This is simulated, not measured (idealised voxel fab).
Proc. module: voxel wiring stack
This is section cut - it's 265 nm across, gridded in 5 nm square cells.
Think of the cross-section as a grid of square cells. We describe it in bands, top to bottom, and each band covers one or more rows of those cells.
This entry defines a band. It first specifies the height of the band's top and the height of its bottom in nm, and then specifies the band's materials from left to right, stating each material with its width in nm. The word "everywhere" identifies a single material that fills the band from edge to edge, while the word "air" identifies empty space.
The reference from which all heights are counted is 0, the level beneath which the as-received wafer is entirely one material; the lowest band, having no lower bound, proceeds downward and is written after the example "0..down".
Per-row width for "30..40": begins at first number (top row of band), ends at second number (bottom row), increment between rows held constant.
"everything unchanged" (step): cross-section cells unchanged, all of them.
Empty spaces without an open route to the top, at least 8 cells in extent, make up the entry "Closed voids list"; each is given as width x height at distance, where the distance is measured from the left edge, and all are in nm.
What comes after the settings on a step's line is commentary from the simulator itself on that step.
overlay nm: mask offset rightward from planned place, masked step; negative means leftward offset.
Planned process steps
1) RECEIVE (material Si)
2) CONFORMAL_DEP (material SiO2; thk nm 15)
3) DIRECTIONAL_DEP (material TiN; thk nm 5)
4) DIRECTIONAL_DEP (material Ru; thk nm 25)
5) MASKED_ETCH (tone cover; mask id METAL_1; width nm 20; pitch nm 35; etch materials Ru; depth nm 25; overlay nm 0)
6) MASKED_ETCH (tone cover; mask id METAL_1; width nm 20; pitch nm 35; etch materials TiN; depth nm 5; overlay nm 0)
7) CONFORMAL_DEP (material SiCN; thk nm 5)
8) FILL_DEP (material lowk; thk nm 5)
9) CMP (height nm 45)
10) CONFORMAL_DEP (material SiCN; thk nm 5)
11) DIRECTIONAL_DEP (material SiO2; thk nm 30)
12) MASKED_ETCH (tone open; mask id METAL_2; width nm 20; pitch nm 35; etch materials SiO2; depth nm 15; overlay nm 0)
13) DIRECTIONAL_DEP (material aC; thk nm 10)
14) PATTERN (tone open; mask id METAL_2_HOLES; material resist; width nm 15; pitch nm 70; thk nm 25; overlay nm 0)
15) DIRECTIONAL_ETCH (etch materials aC; depth nm 10)
16) STRIP (etch materials resist)
17) DIRECTIONAL_ETCH (etch materials SiO2; depth nm 15)
18) DIRECTIONAL_ETCH (etch materials SiCN; depth nm 5)
19) STRIP (etch materials aC)
20) CONFORMAL_DEP (material TiN; thk nm 5)
21) FILL_DEP (material Ru; thk nm 10)
22) CMP (height nm 80)
23) CONFORMAL_DEP (material SiCN; thk nm 5)
24) DIRECTIONAL_DEP (material lowk; thk nm 15)
25) MASKED_ETCH (tone open; mask id PLUG_2; width nm 15; pitch nm 35; etch materials lowk; depth nm 15; overlay nm 0)
26) MASKED_ETCH (tone open; mask id PLUG_2; width nm 15; pitch nm 35; etch materials SiCN; depth nm 5; overlay nm 0)
27) CONFORMAL_DEP (material TiN; thk nm 5)
28) FILL_DEP (material Cu; thk nm 10)
29) CMP (height nm 100)
30) DIRECTIONAL_DEP (material TiN; thk nm 5)
31) DIRECTIONAL_DEP (material W; thk nm 15)
32) DIRECTIONAL_DEP (material aC; thk nm 15)
33) PATTERN (tone cover; mask id METAL_3; material resist; width nm 20; pitch nm 35; thk nm 35; overlay nm 0)
34) DIRECTIONAL_ETCH (etch materials aC; depth nm 15)
35) STRIP (etch materials resist)
36) DIRECTIONAL_ETCH (etch materials W; depth nm 15)
37) DIRECTIONAL_ETCH (etch materials TiN; depth nm 5)
38) STRIP (etch materials aC)
39) CONFORMAL_DEP (material SiCN; thk nm 5)
40) FILL_DEP (material SiO2; thk nm 10)
41) CMP (height nm 120)
42) CONFORMAL_DEP (material SiN; thk nm 5)
Below: the first of two wafers, run as planned
Step 1 complete: cross-section of the wafer as received
> 0..down | Si everywhere
> Closed voids list: none
Cross-sectional representation of the wafer at the conclusion of step 2
> 15..0 | SiO2 everywhere
> Note: structure below 0 unchanged.
Cross-sectional representation of the wafer at the conclusion of step 3
> 20..15 | TiN everywhere
> Note: structure below 15 unchanged.
Cross-sectional representation of the wafer at the conclusion of step 4
> 45..20 | Ru everywhere
> Note: structure below 20 unchanged.
Cross-sectional representation of the wafer at the conclusion of step 5
> 45..20 | 85 of air; 20 of Ru; 15 of air; 20 of Ru; 15 of air; 20 of Ru; 90 of air
> Note: structure below 20 unchanged.
Cross-sectional representation of the wafer at the conclusion of step 6
> 45..20 | 85 of air; 20 of Ru; 15 of air; 20 of Ru; 15 of air; 20 of Ru; 90 of air
> 20..15 | 85 of air; 20 of TiN; 15 of air; 20 of TiN; 15 of air; 20 of TiN; 90 of air
> Note: structure below 15 unchanged.
Cross-sectional representation of the wafer at the conclusion of step 7
> 50..45 | 80 of air; 30 of SiCN; 5 of air; 30 of SiCN; 5 of air; 30 of SiCN; 85 of air
> 45..20 | 80 of air; 5 of SiCN; 20 of Ru; 5 of SiCN; 5 of air; 5 of SiCN; 20 of Ru; 5 of SiCN; 5 of air; 5 of SiCN; 20 of Ru; 5 of SiCN; 85 of air
> 20..15 | 85 of SiCN; 20 of TiN; 15 of SiCN; 20 of TiN; 15 of SiCN; 20 of TiN; 90 of SiCN
> Note: structure below 15 unchanged.
Cross-sectional representation of the wafer at the conclusion of step 8
> 55..50 | lowk everywhere
> 50..45 | 80 of lowk; 30 of SiCN; 5 of lowk; 30 of SiCN; 5 of lowk; 30 of SiCN; 85 of lowk
> 45..20 | 80 of lowk; 5 of SiCN; 20 of Ru; 5 of SiCN; 5 of lowk; 5 of SiCN; 20 of Ru; 5 of SiCN; 5 of lowk; 5 of SiCN; 20 of Ru; 5 of SiCN; 85 of lowk
> Note: structure below 20 unchanged.
Cross-sectional representation of the wafer at the conclusion of step 9
> 45..20 | 80 of lowk; 5 of SiCN; 20 of Ru; 5 of SiCN; 5 of lowk; 5 of SiCN; 20 of Ru; 5 of SiCN; 5 of lowk; 5 of SiCN; 20 of Ru; 5 of SiCN; 85 of lowk
> Note: structure below 20 unchanged.
Cross-sectional representation of the wafer at the conclusion of step 10
> 50..45 | SiCN everywhere
> Note: structure below 45 unchanged.
Cross-sectional representation of the wafer at the conclusion of step 11
> 80..50 | SiO2 everywhere
> Note: structure below 50 unchanged.
Cross-sectional representation of the wafer at the conclusion of step 12
> 80..65 | 85 of SiO2; 20 of air; 15 of SiO2; 20 of air; 15 of SiO2; 20 of air; 90 of SiO2
> Note: structure below 65 unchanged.
Cross-sectional representation of the wafer at the conclusion of step 13
> 90..80 | 85 of aC; 20 of air; 15 of aC; 20 of air; 15 of aC; 20 of air; 90 of aC
> 80..75 | 85 of SiO2; 20 of air; 15 of SiO2; 20 of air; 15 of SiO2; 20 of air; 90 of SiO2
> 75..65 | 85 of SiO2; 20 of aC; 15 of SiO2; 20 of aC; 15 of SiO2; 20 of aC; 90 of SiO2
> Note: structure below 65 unchanged.
Cross-sectional representation of the wafer at the conclusion of step 14
> 115..90 | 85 of resist; 15 of air; 55 of resist; 15 of air; 95 of resist
> 90..80 | 85 of aC; 15 of air; 5 of resist; 15 of aC; 20 of resist; 15 of aC; 15 of air; 5 of resist; 90 of aC
> 80..75 | 85 of SiO2; 15 of air; 5 of resist; 15 of SiO2; 20 of resist; 15 of SiO2; 15 of air; 5 of resist; 90 of SiO2
> Note: structure below 75 unchanged.
Cross-sectional representation of the wafer at the conclusion of step 15
> 105..90 | 85 of resist; 15 of air; 55 of resist; 15 of air; 95 of resist
> 90..80 | 85 of aC; 15 of air; 5 of resist; 15 of aC; 20 of resist; 15 of aC; 15 of air; 5 of resist; 90 of aC
> 80..75 | 85 of SiO2; 15 of air; 5 of resist; 15 of SiO2; 20 of resist; 15 of SiO2; 15 of air; 5 of resist; 90 of SiO2
> 75..65 | 85 of SiO2; 15 of air; 5 of aC; 15 of SiO2; 20 of aC; 15 of SiO2; 15 of air; 5 of aC; 90 of SiO2
> Note: structure below 65 unchanged.
Cross-sectional representation of the wafer at the conclusion of step 16
> 90..80 | 85 of aC; 20 of air; 15 of aC; 20 of air; 15 of aC; 20 of air; 90 of aC
> 80..75 | 85 of SiO2; 20 of air; 15 of SiO2; 20 of air; 15 of SiO2; 20 of air; 90 of SiO2
> Note: structure below 75 unchanged.
Cross-sectional representation of the wafer at the conclusion of step 17
> 90..80 | 85 of aC; 20 of air; 15 of aC; 20 of air; 15 of aC; 20 of air; 90 of aC
> 80..75 | 85 of SiO2; 20 of air; 15 of SiO2; 20 of air; 15 of SiO2; 20 of air; 90 of SiO2
> 75..65 | 85 of SiO2; 15 of air; 5 of aC; 15 of SiO2; 20 of aC; 15 of SiO2; 15 of air; 5 of aC; 90 of SiO2
> 65..50 | 85 of SiO2; 15 of air; 55 of SiO2; 15 of air; 95 of SiO2
> Note: structure below 50 unchanged.
Cross-sectional representation of the wafer at the conclusion of step 18
> 90..80 | 85 of aC; 20 of air; 15 of aC; 20 of air; 15 of aC; 20 of air; 90 of aC
> 80..75 | 85 of SiO2; 20 of air; 15 of SiO2; 20 of air; 15 of SiO2; 20 of air; 90 of SiO2
> 75..65 | 85 of SiO2; 15 of air; 5 of aC; 15 of SiO2; 20 of aC; 15 of SiO2; 15 of air; 5 of aC; 90 of SiO2
> 65..50 | 85 of SiO2; 15 of air; 55 of SiO2; 15 of air; 95 of SiO2
> 50..45 | 85 of SiCN; 15 of air; 55 of SiCN; 15 of air; 95 of SiCN
> Note: structure below 45 unchanged.
Cross-sectional representation of the wafer at the conclusion of step 19
> 80..65 | 85 of SiO2; 20 of air; 15 of SiO2; 20 of air; 15 of SiO2; 20 of air; 90 of SiO2
> Note: structure below 65 unchanged.
Cross-sectional representation of the wafer at the conclusion of step 20
> 85..80 | 90 of TiN; 10 of air; 25 of TiN; 10 of air; 25 of TiN; 10 of air; 95 of TiN
> 80..70 | 85 of SiO2; 5 of TiN; 10 of air; 5 of TiN; 15 of SiO2; 5 of TiN; 10 of air; 5 of TiN; 15 of SiO2; 5 of TiN; 10 of air; 5 of TiN; 90 of SiO2
> 70..65 | 85 of SiO2; 5 of TiN; 5 of air; 10 of TiN; 15 of SiO2; 20 of TiN; 15 of SiO2; 5 of TiN; 5 of air; 10 of TiN; 90 of SiO2
> 65..50 | 85 of SiO2; 5 of TiN; 5 of air; 5 of TiN; 55 of SiO2; 5 of TiN; 5 of air; 5 of TiN; 95 of SiO2
> 50..45 | 85 of SiCN; 15 of TiN; 55 of SiCN; 15 of TiN; 95 of SiCN
> Note: structure below 45 unchanged.
Cross-sectional representation of the wafer at the conclusion of step 21
> 95..85 | Ru everywhere
> 85..80 | 90 of TiN; 10 of Ru; 25 of TiN; 10 of Ru; 25 of TiN; 10 of Ru; 95 of TiN
> 80..70 | 85 of SiO2; 5 of TiN; 10 of Ru; 5 of TiN; 15 of SiO2; 5 of TiN; 10 of Ru; 5 of TiN; 15 of SiO2; 5 of TiN; 10 of Ru; 5 of TiN; 90 of SiO2
> 70..65 | 85 of SiO2; 5 of TiN; 5 of Ru; 10 of TiN; 15 of SiO2; 20 of TiN; 15 of SiO2; 5 of TiN; 5 of Ru; 10 of TiN; 90 of SiO2
> 65..50 | 85 of SiO2; 5 of TiN; 5 of Ru; 5 of TiN; 55 of SiO2; 5 of TiN; 5 of Ru; 5 of TiN; 95 of SiO2
> Note: structure below 50 unchanged.
Cross-sectional representation of the wafer at the conclusion of step 22
> 80..70 | 85 of SiO2; 5 of TiN; 10 of Ru; 5 of TiN; 15 of SiO2; 5 of TiN; 10 of Ru; 5 of TiN; 15 of SiO2; 5 of TiN; 10 of Ru; 5 of TiN; 90 of SiO2
> Note: structure below 70 unchanged.
Cross-sectional representation of the wafer at the conclusion of step 23
> 85..80 | SiCN everywhere
> Note: structure below 80 unchanged.
Cross-sectional representation of the wafer at the conclusion of step 24
> 100..85 | lowk everywhere
> Note: structure below 85 unchanged.
Cross-sectional representation of the wafer at the conclusion of step 25
> 100..85 | 85 of lowk; 15 of air; 20 of lowk; 15 of air; 20 of lowk; 15 of air; 95 of lowk
> Note: structure below 85 unchanged.
Cross-sectional representation of the wafer at the conclusion of step 26
> 100..85 | 85 of lowk; 15 of air; 20 of lowk; 15 of air; 20 of lowk; 15 of air; 95 of lowk
> 85..80 | 85 of SiCN; 15 of air; 20 of SiCN; 15 of air; 20 of SiCN; 15 of air; 95 of SiCN
> Note: structure below 80 unchanged.
Cross-sectional representation of the wafer at the conclusion of step 27
> 105..100 | 90 of TiN; 5 of air; 30 of TiN; 5 of air; 30 of TiN; 5 of air; 100 of TiN
> 100..85 | 85 of lowk; 5 of TiN; 5 of air; 5 of TiN; 20 of lowk; 5 of TiN; 5 of air; 5 of TiN; 20 of lowk; 5 of TiN; 5 of air; 5 of TiN; 95 of lowk
> 85..80 | 85 of SiCN; 15 of TiN; 20 of SiCN; 15 of TiN; 20 of SiCN; 15 of TiN; 95 of SiCN
> Note: structure below 80 unchanged.
Cross-sectional representation of the wafer at the conclusion of step 28
> 115..105 | Cu everywhere
> 105..100 | 90 of TiN; 5 of Cu; 30 of TiN; 5 of Cu; 30 of TiN; 5 of Cu; 100 of TiN
> 100..85 | 85 of lowk; 5 of TiN; 5 of Cu; 5 of TiN; 20 of lowk; 5 of TiN; 5 of Cu; 5 of TiN; 20 of lowk; 5 of TiN; 5 of Cu; 5 of TiN; 95 of lowk
> Note: structure below 85 unchanged.
Cross-sectional representation of the wafer at the conclusion of step 29
> 100..85 | 85 of lowk; 5 of TiN; 5 of Cu; 5 of TiN; 20 of lowk; 5 of TiN; 5 of Cu; 5 of TiN; 20 of lowk; 5 of TiN; 5 of Cu; 5 of TiN; 95 of lowk
> Note: structure below 85 unchanged.
Cross-sectional representation of the wafer at the conclusion of step 30
> 105..100 | TiN everywhere
> Note: structure below 100 unchanged.
Cross-sectional representation of the wafer at the conclusion of step 31
> 120..105 | W everywhere
> Note: structure below 105 unchanged.
Cross-sectional representation of the wafer at the conclusion of step 32
> 135..120 | aC everywhere
> Note: structure below 120 unchanged.
Cross-sectional representation of the wafer at the conclusion of step 33
> 170..135 | 85 of air; 20 of resist; 15 of air; 20 of resist; 15 of air; 20 of resist; 90 of air
> Note: structure below 135 unchanged.
Cross-sectional representation of the wafer at the conclusion of step 34
> 155..135 | 85 of air; 20 of resist; 15 of air; 20 of resist; 15 of air; 20 of resist; 90 of air
> 135..120 | 85 of air; 20 of aC; 15 of air; 20 of aC; 15 of air; 20 of aC; 90 of air
> Note: structure below 120 unchanged.
Cross-sectional representation of the wafer at the conclusion of step 35
> 135..120 | 85 of air; 20 of aC; 15 of air; 20 of aC; 15 of air; 20 of aC; 90 of air
> Note: structure below 120 unchanged.
Cross-sectional representation of the wafer at the conclusion of step 36
> 135..120 | 85 of air; 20 of aC; 15 of air; 20 of aC; 15 of air; 20 of aC; 90 of air
> 120..105 | 85 of air; 20 of W; 15 of air; 20 of W; 15 of air; 20 of W; 90 of air
> Note: structure below 105 unchanged.
Cross-sectional representation of the wafer at the conclusion of step 37
> 135..120 | 85 of air; 20 of aC; 15 of air; 20 of aC; 15 of air; 20 of aC; 90 of air
> 120..105 | 85 of air; 20 of W; 15 of air; 20 of W; 15 of air; 20 of W; 90 of air
> 105..100 | 85 of air; 20 of TiN; 15 of air; 20 of TiN; 15 of air; 20 of TiN; 90 of air
> Note: structure below 100 unchanged.
Cross-sectional representation of the wafer at the conclusion of step 38
> 120..105 | 85 of air; 20 of W; 15 of air; 20 of W; 15 of air; 20 of W; 90 of air
> Note: structure below 105 unchanged.
Cross-sectional representation of the wafer at the conclusion of step 39
> 125..120 | 80 of air; 30 of SiCN; 5 of air; 30 of SiCN; 5 of air; 30 of SiCN; 85 of air
> 120..105 | 80 of air; 5 of SiCN; 20 of W; 5 of SiCN; 5 of air; 5 of SiCN; 20 of W; 5 of SiCN; 5 of air; 5 of SiCN; 20 of W; 5 of SiCN; 85 of air
> 105..100 | 85 of SiCN; 20 of TiN; 15 of SiCN; 20 of TiN; 15 of SiCN; 20 of TiN; 90 of SiCN
> Note: structure below 100 unchanged.
Cross-sectional representation of the wafer at the conclusion of step 40
> 135..125 | SiO2 everywhere
> 125..120 | 80 of SiO2; 30 of SiCN; 5 of SiO2; 30 of SiCN; 5 of SiO2; 30 of SiCN; 85 of SiO2
> 120..105 | 80 of SiO2; 5 of SiCN; 20 of W; 5 of SiCN; 5 of SiO2; 5 of SiCN; 20 of W; 5 of SiCN; 5 of SiO2; 5 of SiCN; 20 of W; 5 of SiCN; 85 of SiO2
> Note: structure below 105 unchanged.
Cross-sectional representation of the wafer at the conclusion of step 41
> 120..105 | 80 of SiO2; 5 of SiCN; 20 of W; 5 of SiCN; 5 of SiO2; 5 of SiCN; 20 of W; 5 of SiCN; 5 of SiO2; 5 of SiCN; 20 of W; 5 of SiCN; 85 of SiO2
> Note: structure below 105 unchanged.
Cross-sectional representation of the wafer at the conclusion of step 42
> 125..120 | SiN everywhere
> Note: structure below 120 unchanged.
Wafer two of the pair: same origin, same plan, one error during the run; identical to wafer one up to and including step 6
Cross-section of the second wafer at the time step 7 of the plan should have ended
> 50..45 | 80 of air; 30 of TiN; 5 of air; 30 of TiN; 5 of air; 30 of TiN; 85 of air
> 45..20 | 80 of air; 5 of TiN; 20 of Ru; 5 of TiN; 5 of air; 5 of TiN; 20 of Ru; 5 of TiN; 5 of air; 5 of TiN; 20 of Ru; 5 of TiN; 85 of air
> 20..15 | TiN everywhere
> Note: structure below 15 unchanged.
Cross-section of the second wafer at the time step 8 of the plan should have ended
> 55..50 | lowk everywhere
> 50..45 | 80 of lowk; 30 of TiN; 5 of lowk; 30 of TiN; 5 of lowk; 30 of TiN; 85 of lowk
> 45..20 | 80 of lowk; 5 of TiN; 20 of Ru; 5 of TiN; 5 of lowk; 5 of TiN; 20 of Ru; 5 of TiN; 5 of lowk; 5 of TiN; 20 of Ru; 5 of TiN; 85 of lowk
> Note: structure below 20 unchanged.
Cross-section of the second wafer at the time step 9 of the plan should have ended
> 45..20 | 80 of lowk; 5 of TiN; 20 of Ru; 5 of TiN; 5 of lowk; 5 of TiN; 20 of Ru; 5 of TiN; 5 of lowk; 5 of TiN; 20 of Ru; 5 of TiN; 85 of lowk
> Note: structure below 20 unchanged.
Cross-section of the second wafer at the time step 10 of the plan should have ended
> 50..45 | SiCN everywhere
> Note: structure below 45 unchanged.
Cross-section of the second wafer at the time step 11 of the plan should have ended
> 80..50 | SiO2 everywhere
> Note: structure below 50 unchanged.
Cross-section of the second wafer at the time step 12 of the plan should have ended
> 80..65 | 85 of SiO2; 20 of air; 15 of SiO2; 20 of air; 15 of SiO2; 20 of air; 90 of SiO2
> Note: structure below 65 unchanged.
Cross-section of the second wafer at the time step 13 of the plan should have ended
> 90..80 | 85 of aC; 20 of air; 15 of aC; 20 of air; 15 of aC; 20 of air; 90 of aC
> 80..75 | 85 of SiO2; 20 of air; 15 of SiO2; 20 of air; 15 of SiO2; 20 of air; 90 of SiO2
> 75..65 | 85 of SiO2; 20 of aC; 15 of SiO2; 20 of aC; 15 of SiO2; 20 of aC; 90 of SiO2
> Note: structure below 65 unchanged.
Cross-section of the second wafer at the time step 14 of the plan should have ended
> 115..90 | 85 of resist; 15 of air; 55 of resist; 15 of air; 95 of resist
> 90..80 | 85 of aC; 15 of air; 5 of resist; 15 of aC; 20 of resist; 15 of aC; 15 of air; 5 of resist; 90 of aC
> 80..75 | 85 of SiO2; 15 of air; 5 of resist; 15 of SiO2; 20 of resist; 15 of SiO2; 15 of air; 5 of resist; 90 of SiO2
> Note: structure below 75 unchanged.
Cross-section of the second wafer at the time step 15 of the plan should have ended
> 105..90 | 85 of resist; 15 of air; 55 of resist; 15 of air; 95 of resist
> 90..80 | 85 of aC; 15 of air; 5 of resist; 15 of aC; 20 of resist; 15 of aC; 15 of air; 5 of resist; 90 of aC
> 80..75 | 85 of SiO2; 15 of air; 5 of resist; 15 of SiO2; 20 of resist; 15 of SiO2; 15 of air; 5 of resist; 90 of SiO2
> 75..65 | 85 of SiO2; 15 of air; 5 of aC; 15 of SiO2; 20 of aC; 15 of SiO2; 15 of air; 5 of aC; 90 of SiO2
> Note: structure below 65 unchanged.
Cross-section of the second wafer at the time step 16 of the plan should have ended
> 90..80 | 85 of aC; 20 of air; 15 of aC; 20 of air; 15 of aC; 20 of air; 90 of aC
> 80..75 | 85 of SiO2; 20 of air; 15 of SiO2; 20 of air; 15 of SiO2; 20 of air; 90 of SiO2
> Note: structure below 75 unchanged.
Cross-section of the second wafer at the time step 17 of the plan should have ended
> 90..80 | 85 of aC; 20 of air; 15 of aC; 20 of air; 15 of aC; 20 of air; 90 of aC
> 80..75 | 85 of SiO2; 20 of air; 15 of SiO2; 20 of air; 15 of SiO2; 20 of air; 90 of SiO2
> 75..65 | 85 of SiO2; 15 of air; 5 of aC; 15 of SiO2; 20 of aC; 15 of SiO2; 15 of air; 5 of aC; 90 of SiO2
> 65..50 | 85 of SiO2; 15 of air; 55 of SiO2; 15 of air; 95 of SiO2
> Note: structure below 50 unchanged.
Cross-section of the second wafer at the time step 18 of the plan should have ended
> 90..80 | 85 of aC; 20 of air; 15 of aC; 20 of air; 15 of aC; 20 of air; 90 of aC
> 80..75 | 85 of SiO2; 20 of air; 15 of SiO2; 20 of air; 15 of SiO2; 20 of air; 90 of SiO2
> 75..65 | 85 of SiO2; 15 of air; 5 of aC; 15 of SiO2; 20 of aC; 15 of SiO2; 15 of air; 5 of aC; 90 of SiO2
> 65..50 | 85 of SiO2; 15 of air; 55 of SiO2; 15 of air; 95 of SiO2
> 50..45 | 85 of SiCN; 15 of air; 55 of SiCN; 15 of air; 95 of SiCN
> Note: structure below 45 unchanged.
Cross-section of the second wafer at the time step 19 of the plan should have ended
> 80..65 | 85 of SiO2; 20 of air; 15 of SiO2; 20 of air; 15 of SiO2; 20 of air; 90 of SiO2
> Note: structure below 65 unchanged.
Cross-section of the second wafer at the time step 20 of the plan should have ended
> 85..80 | 90 of TiN; 10 of air; 25 of TiN; 10 of air; 25 of TiN; 10 of air; 95 of TiN
> 80..70 | 85 of SiO2; 5 of TiN; 10 of air; 5 of TiN; 15 of SiO2; 5 of TiN; 10 of air; 5 of TiN; 15 of SiO2; 5 of TiN; 10 of air; 5 of TiN; 90 of SiO2
> 70..65 | 85 of SiO2; 5 of TiN; 5 of air; 10 of TiN; 15 of SiO2; 20 of TiN; 15 of SiO2; 5 of TiN; 5 of air; 10 of TiN; 90 of SiO2
> 65..50 | 85 of SiO2; 5 of TiN; 5 of air; 5 of TiN; 55 of SiO2; 5 of TiN; 5 of air; 5 of TiN; 95 of SiO2
> 50..45 | 85 of SiCN; 15 of TiN; 55 of SiCN; 15 of TiN; 95 of SiCN
> Note: structure below 45 unchanged.
Cross-section of the second wafer at the time step 21 of the plan should have ended
> 95..85 | Ru everywhere
> 85..80 | 90 of TiN; 10 of Ru; 25 of TiN; 10 of Ru; 25 of TiN; 10 of Ru; 95 of TiN
> 80..70 | 85 of SiO2; 5 of TiN; 10 of Ru; 5 of TiN; 15 of SiO2; 5 of TiN; 10 of Ru; 5 of TiN; 15 of SiO2; 5 of TiN; 10 of Ru; 5 of TiN; 90 of SiO2
> 70..65 | 85 of SiO2; 5 of TiN; 5 of Ru; 10 of TiN; 15 of SiO2; 20 of TiN; 15 of SiO2; 5 of TiN; 5 of Ru; 10 of TiN; 90 of SiO2
> 65..50 | 85 of SiO2; 5 of TiN; 5 of Ru; 5 of TiN; 55 of SiO2; 5 of TiN; 5 of Ru; 5 of TiN; 95 of SiO2
> Note: structure below 50 unchanged.
Cross-section of the second wafer at the time step 22 of the plan should have ended
> 80..70 | 85 of SiO2; 5 of TiN; 10 of Ru; 5 of TiN; 15 of SiO2; 5 of TiN; 10 of Ru; 5 of TiN; 15 of SiO2; 5 of TiN; 10 of Ru; 5 of TiN; 90 of SiO2
> Note: structure below 70 unchanged.
Cross-section of the second wafer at the time step 23 of the plan should have ended
> 85..80 | SiCN everywhere
> Note: structure below 80 unchanged.
Cross-section of the second wafer at the time step 24 of the plan should have ended
> 100..85 | lowk everywhere
> Note: structure below 85 unchanged.
Cross-section of the second wafer at the time step 25 of the plan should have ended
> 100..85 | 85 of lowk; 15 of air; 20 of lowk; 15 of air; 20 of lowk; 15 of air; 95 of lowk
> Note: structure below 85 unchanged.
Cross-section of the second wafer at the time step 26 of the plan should have ended
> 100..85 | 85 of lowk; 15 of air; 20 of lowk; 15 of air; 20 of lowk; 15 of air; 95 of lowk
> 85..80 | 85 of SiCN; 15 of air; 20 of SiCN; 15 of air; 20 of SiCN; 15 of air; 95 of SiCN
> Note: structure below 80 unchanged.
Cross-section of the second wafer at the time step 27 of the plan should have ended
> 105..100 | 90 of TiN; 5 of air; 30 of TiN; 5 of air; 30 of TiN; 5 of air; 100 of TiN
> 100..85 | 85 of lowk; 5 of TiN; 5 of air; 5 of TiN; 20 of lowk; 5 of TiN; 5 of air; 5 of TiN; 20 of lowk; 5 of TiN; 5 of air; 5 of TiN; 95 of lowk
> 85..80 | 85 of SiCN; 15 of TiN; 20 of SiCN; 15 of TiN; 20 of SiCN; 15 of TiN; 95 of SiCN
> Note: structure below 80 unchanged.
Cross-section of the second wafer at the time step 28 of the plan should have ended
> 115..105 | Cu everywhere
> 105..100 | 90 of TiN; 5 of Cu; 30 of TiN; 5 of Cu; 30 of TiN; 5 of Cu; 100 of TiN
> 100..85 | 85 of lowk; 5 of TiN; 5 of Cu; 5 of TiN; 20 of lowk; 5 of TiN; 5 of Cu; 5 of TiN; 20 of lowk; 5 of TiN; 5 of Cu; 5 of TiN; 95 of lowk
> Note: structure below 85 unchanged.
Cross-section of the second wafer at the time step 29 of the plan should have ended
> 100..85 | 85 of lowk; 5 of TiN; 5 of Cu; 5 of TiN; 20 of lowk; 5 of TiN; 5 of Cu; 5 of TiN; 20 of lowk; 5 of TiN; 5 of Cu; 5 of TiN; 95 of lowk
> Note: structure below 85 unchanged.
Cross-section of the second wafer at the time step 30 of the plan should have ended
> 105..100 | TiN everywhere
> Note: structure below 100 unchanged.
Cross-section of the second wafer at the time step 31 of the plan should have ended
> 120..105 | W everywhere
> Note: structure below 105 unchanged.
Cross-section of the second wafer at the time step 32 of the plan should have ended
> 135..120 | aC everywhere
> Note: structure below 120 unchanged.
Cross-section of the second wafer at the time step 33 of the plan should have ended
> 170..135 | 85 of air; 20 of resist; 15 of air; 20 of resist; 15 of air; 20 of resist; 90 of air
> Note: structure below 135 unchanged.
Cross-section of the second wafer at the time step 34 of the plan should have ended
> 155..135 | 85 of air; 20 of resist; 15 of air; 20 of resist; 15 of air; 20 of resist; 90 of air
> 135..120 | 85 of air; 20 of aC; 15 of air; 20 of aC; 15 of air; 20 of aC; 90 of air
> Note: structure below 120 unchanged.
Cross-section of the second wafer at the time step 35 of the plan should have ended
> 135..120 | 85 of air; 20 of aC; 15 of air; 20 of aC; 15 of air; 20 of aC; 90 of air
> Note: structure below 120 unchanged.
Cross-section of the second wafer at the time step 36 of the plan should have ended
> 135..120 | 85 of air; 20 of aC; 15 of air; 20 of aC; 15 of air; 20 of aC; 90 of air
> 120..105 | 85 of air; 20 of W; 15 of air; 20 of W; 15 of air; 20 of W; 90 of air
> Note: structure below 105 unchanged.
Cross-section of the second wafer at the time step 37 of the plan should have ended
> 135..120 | 85 of air; 20 of aC; 15 of air; 20 of aC; 15 of air; 20 of aC; 90 of air
> 120..105 | 85 of air; 20 of W; 15 of air; 20 of W; 15 of air; 20 of W; 90 of air
> 105..100 | 85 of air; 20 of TiN; 15 of air; 20 of TiN; 15 of air; 20 of TiN; 90 of air
> Note: structure below 100 unchanged.
Cross-section of the second wafer at the time step 38 of the plan should have ended
> 120..105 | 85 of air; 20 of W; 15 of air; 20 of W; 15 of air; 20 of W; 90 of air
> Note: structure below 105 unchanged.
Cross-section of the second wafer at the time step 39 of the plan should have ended
> 125..120 | 80 of air; 30 of SiCN; 5 of air; 30 of SiCN; 5 of air; 30 of SiCN; 85 of air
> 120..105 | 80 of air; 5 of SiCN; 20 of W; 5 of SiCN; 5 of air; 5 of SiCN; 20 of W; 5 of SiCN; 5 of air; 5 of SiCN; 20 of W; 5 of SiCN; 85 of air
> 105..100 | 85 of SiCN; 20 of TiN; 15 of SiCN; 20 of TiN; 15 of SiCN; 20 of TiN; 90 of SiCN
> Note: structure below 100 unchanged.
Cross-section of the second wafer at the time step 40 of the plan should have ended
> 135..125 | SiO2 everywhere
> 125..120 | 80 of SiO2; 30 of SiCN; 5 of SiO2; 30 of SiCN; 5 of SiO2; 30 of SiCN; 85 of SiO2
> 120..105 | 80 of SiO2; 5 of SiCN; 20 of W; 5 of SiCN; 5 of SiO2; 5 of SiCN; 20 of W; 5 of SiCN; 5 of SiO2; 5 of SiCN; 20 of W; 5 of SiCN; 85 of SiO2
> Note: structure below 105 unchanged.
Cross-section of the second wafer at the time step 41 of the plan should have ended
> 120..105 | 80 of SiO2; 5 of SiCN; 20 of W; 5 of SiCN; 5 of SiO2; 5 of SiCN; 20 of W; 5 of SiCN; 5 of SiO2; 5 of SiCN; 20 of W; 5 of SiCN; 85 of SiO2
> Note: structure below 105 unchanged.
Cross-section of the second wafer at the time step 42 of the plan should have ended
> 125..120 | SiN everywhere
> Note: structure below 120 unchanged.
Misprocessing identified: so step 7 ended up running with a different setting than we planned, it ran as CONFORMAL_DEP (material TiN; thk nm 5)
Per the end-of-run cell counts, the second wafer holds more or fewer of some materials than the first: SiCN: 71 fewer; TiN: 71 more
